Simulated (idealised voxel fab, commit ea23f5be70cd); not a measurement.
Process module name: voxel transistor to metal
Square cell edge 5 nm, section width 215 nm, ID cut.
A cross-section in this document is a grid of square cells, and it is written down as bands, the top band listed before the ones below it; a band is made up of one or more rows of cells.
In this notation a band is specified by the heights of its top and bottom, in that order and in nm, after which its materials appear from left to right, each paired with its width in nm. The word "everywhere" attached to a single material means that material fills the band from edge to edge; the word "air" stands for empty space.
Height reference: 0 = level under which incoming wafer is all one material. Lowest band: no bottom, runs on downward, e.g. "z 0 and below".
When a width is written as two numbers, as in "30 to 40", the first number is the width in the top row of cells of the band and the second is the width in its bottom row, and the width changes by the same amount from each row to the next.
"everything unchanged" means the step left every cell of the cross-section as it was.
Closed empty spaces (no open way to the top) of 8 cells or more are what "Sealed internal voids" lists, each as width x height at distance from the left edge, nm for all three.
What comes after the settings on a step's line is commentary from the simulator itself on that step.
overlay nm: on a step with a mask, how far right of its planned place the mask lay; negative means left.

## This section lists the process steps that were planned
step 1: RECEIVE | material Si
step 2: OXIDIZE | depth nm 5
step 3: CONFORMAL_DEP | material SiN | thk nm 10
step 4: DIRECTIONAL_DEP | material aC | thk nm 10
step 5: PATTERN | tone cover | mask id ACTIVE | material resist | width nm 110 | thk nm 25 | overlay nm 0
step 6: DIRECTIONAL_ETCH | etch materials aC | depth nm 10
step 7: STRIP | etch materials resist
step 8: DIRECTIONAL_ETCH | etch materials SiN | depth nm 10
step 9: DIRECTIONAL_ETCH | etch materials SiO2 | depth nm 5
step 10: DIRECTIONAL_ETCH | etch materials Si | depth nm 35
step 11: STRIP | etch materials aC
step 12: OXIDIZE | depth nm 5
step 13: FILL_DEP | material SiO2 | thk nm 10
step 14: CMP | height nm 10
step 15: SELECTIVE_ETCH | etch materials SiO2 | depth nm 10
step 16: STRIP | etch materials SiN
step 17: SELECTIVE_ETCH | etch materials SiO2 | depth nm 5
step 18: OXIDIZE | depth nm 5
step 19: DIRECTIONAL_DEP | material polySi | thk nm 25
step 20: DIRECTIONAL_DEP | material SiCN | thk nm 10
step 21: MASKED_ETCH | tone cover | mask id GATE | width nm 30 | etch materials SiCN | depth nm 20 | overlay nm 0
step 22: MASKED_ETCH | tone cover | mask id GATE | width nm 30 | etch materials polySi | depth nm 35 | overlay nm 0
step 23: CONFORMAL_DEP | material SiO2 | thk nm 5
step 24: DIRECTIONAL_ETCH | etch materials SiO2 | depth nm 5
step 25: CONFORMAL_DEP | material SiN | thk nm 5
step 26: DIRECTIONAL_ETCH | etch materials SiN | depth nm 5
step 27: DIRECTIONAL_ETCH | etch materials SiO2 | depth nm 5
step 28: DIRECTIONAL_ETCH | etch materials Si | depth nm 15
step 29: EPI | material SiGe | thk nm 20
step 30: FILL_DEP | material SiO2 | thk nm 5
step 31: CMP | height nm 20
step 32: STRIP | etch materials polySi
step 33: SELECTIVE_ETCH | etch materials SiO2 | depth nm 5
step 34: CONFORMAL_DEP | material HfO2 | thk nm 5
step 35: CONFORMAL_DEP | material TiN | thk nm 5
step 36: FILL_DEP | material W | thk nm 10
step 37: CMP | height nm 15
step 38: DIRECTIONAL_DEP | material SiO2 | thk nm 10
step 39: PATTERN | tone open | mask id CONTACT | material resist | width nm 15 | pitch nm 75 | thk nm 15 | overlay nm 0
step 40: DIRECTIONAL_ETCH | etch materials SiO2 | depth nm 15
step 41: STRIP | etch materials resist
step 42: CONFORMAL_DEP | material TiN | thk nm 5
step 43: FILL_DEP | material W | thk nm 10
step 44: CMP | height nm 25
step 45: CONFORMAL_DEP | material SiCN | thk nm 5
step 46: DIRECTIONAL_DEP | material lowk | thk nm 25
step 47: MASKED_ETCH | tone open | mask id METAL_1 | width nm 15 | pitch nm 75 | etch materials lowk | depth nm 25 | overlay nm 0
step 48: MASKED_ETCH | tone open | mask id METAL_1 | width nm 15 | pitch nm 75 | etch materials SiCN | depth nm 5 | overlay nm 0
step 49: CONFORMAL_DEP | material TiN | thk nm 5
step 50: FILL_DEP | material W | thk nm 10
step 51: CMP | height nm 55
step 52: CONFORMAL_DEP | material SiCN | thk nm 5

## Incoming wafer, cross-sectional view, post step 1
	z 0 and below: Si everywhere
	Sealed internal voids: none

## Run as planned - first of the two wafers cross-sectioned at the end of the module
	z 60 to 55: SiCN everywhere
	z 55 to 30: lowk 60 nm, then TiN 5 nm, then W 5 nm, then TiN 5 nm, then lowk 60 nm, then TiN 5 nm, then W 5 nm, then TiN 5 nm, then lowk 65 nm
	z 30 to 25: SiCN 60 nm, then TiN 15 nm, then SiCN 60 nm, then TiN 15 nm, then SiCN 65 nm
	z 25 to 15: SiO2 60 nm, then TiN 5 nm, then W 5 nm, then TiN 5 nm, then SiO2 60 nm, then TiN 5 nm, then W 5 nm, then TiN 5 nm, then SiO2 65 nm
	z 15 to 10: SiO2 60 nm, then TiN 15 nm, then SiO2 5 nm, then SiN 5 nm, then HfO2 5 nm, then TiN 5 nm, then W 20 nm, then TiN 5 nm, then HfO2 5 nm, then SiN 5 nm, then SiO2 5 nm, then TiN 15 nm, then SiO2 65 nm
	z 10 to 0: SiO2 60 nm, then SiGe 20 nm, then SiN 5 nm, then HfO2 5 nm, then TiN 5 nm, then W 20 nm, then TiN 5 nm, then HfO2 5 nm, then SiN 5 nm, then SiGe 20 nm, then SiO2 65 nm
	z 0 to -5: SiO2 60 nm, then SiGe 20 nm, then SiN 5 nm, then HfO2 5 nm, then TiN 30 nm, then HfO2 5 nm, then SiN 5 nm, then SiGe 20 nm, then SiO2 65 nm
	z -5 to -10: SiO2 50 nm, then SiGe 30 nm, then SiO2 5 nm, then HfO2 40 nm, then SiO2 5 nm, then SiGe 30 nm, then SiO2 55 nm
	z -10 to -25: SiO2 55 nm, then SiGe 25 nm, then Si 50 nm, then SiGe 25 nm, then SiO2 60 nm
	z -25 to -45: SiO2 55 nm, then Si 100 nm, then SiO2 60 nm
	z -45 and below: Si everywhere
	Sealed internal voids: none

## Second wafer through the module, sectioned at the end: same beginning and same plan as the first wafer, with one mistake in carrying it out
	z 60 to 55: SiCN everywhere
	z 55 to 30: lowk 60 nm, then TiN 5 nm, then W 5 nm, then TiN 5 nm, then lowk 60 nm, then TiN 5 nm, then W 5 nm, then TiN 5 nm, then lowk 65 nm
	z 30 to 25: SiCN 60 nm, then TiN 15 nm, then SiCN 60 nm, then TiN 15 nm, then SiCN 65 nm
	z 25 to 15: SiO2 60 nm, then TiN 5 nm, then W 5 nm, then TiN 5 nm, then SiO2 60 nm, then TiN 5 nm, then W 5 nm, then TiN 5 nm, then SiO2 65 nm
	z 15 to 10: SiO2 60 nm, then TiN 15 nm, then SiO2 5 nm, then SiN 5 nm, then HfO2 5 nm, then TiN 5 nm, then W 20 nm, then TiN 5 nm, then HfO2 5 nm, then SiN 5 nm, then SiO2 5 nm, then TiN 15 nm, then SiO2 65 nm
	z 10 to 0: SiO2 60 nm, then SiGe 20 nm, then SiN 5 nm, then HfO2 5 nm, then TiN 5 nm, then W 20 nm, then TiN 5 nm, then HfO2 5 nm, then SiN 5 nm, then SiGe 20 nm, then SiO2 65 nm
	z 0 to -5: SiO2 60 nm, then SiGe 20 nm, then SiN 5 nm, then HfO2 5 nm, then TiN 30 nm, then HfO2 5 nm, then SiN 5 nm, then SiGe 20 nm, then SiO2 65 nm
	z -5 to -10: SiO2 60 nm, then SiGe 20 nm, then SiO2 5 nm, then HfO2 40 nm, then SiO2 5 nm, then SiGe 20 nm, then SiO2 65 nm
	z -10 to -20: SiO2 60 nm, then SiGe 20 nm, then Si 50 nm, then SiGe 20 nm, then SiO2 65 nm
	z -20 to -40: SiO2 55 nm, then SiGe 25 nm, then Si 50 nm, then SiGe 25 nm, then SiO2 60 nm
	z -40 to -45: SiO2 55 nm, then Si 100 nm, then SiO2 60 nm
	z -45 and below: Si everywhere
	Sealed internal voids: none
Diagnosis: plan step 28 was conducted twice
Counted in cells at the end, the second wafer holds more or fewer of these materials than the first: 30 fewer of Si; 22 more of SiGe; 8 more of SiO2
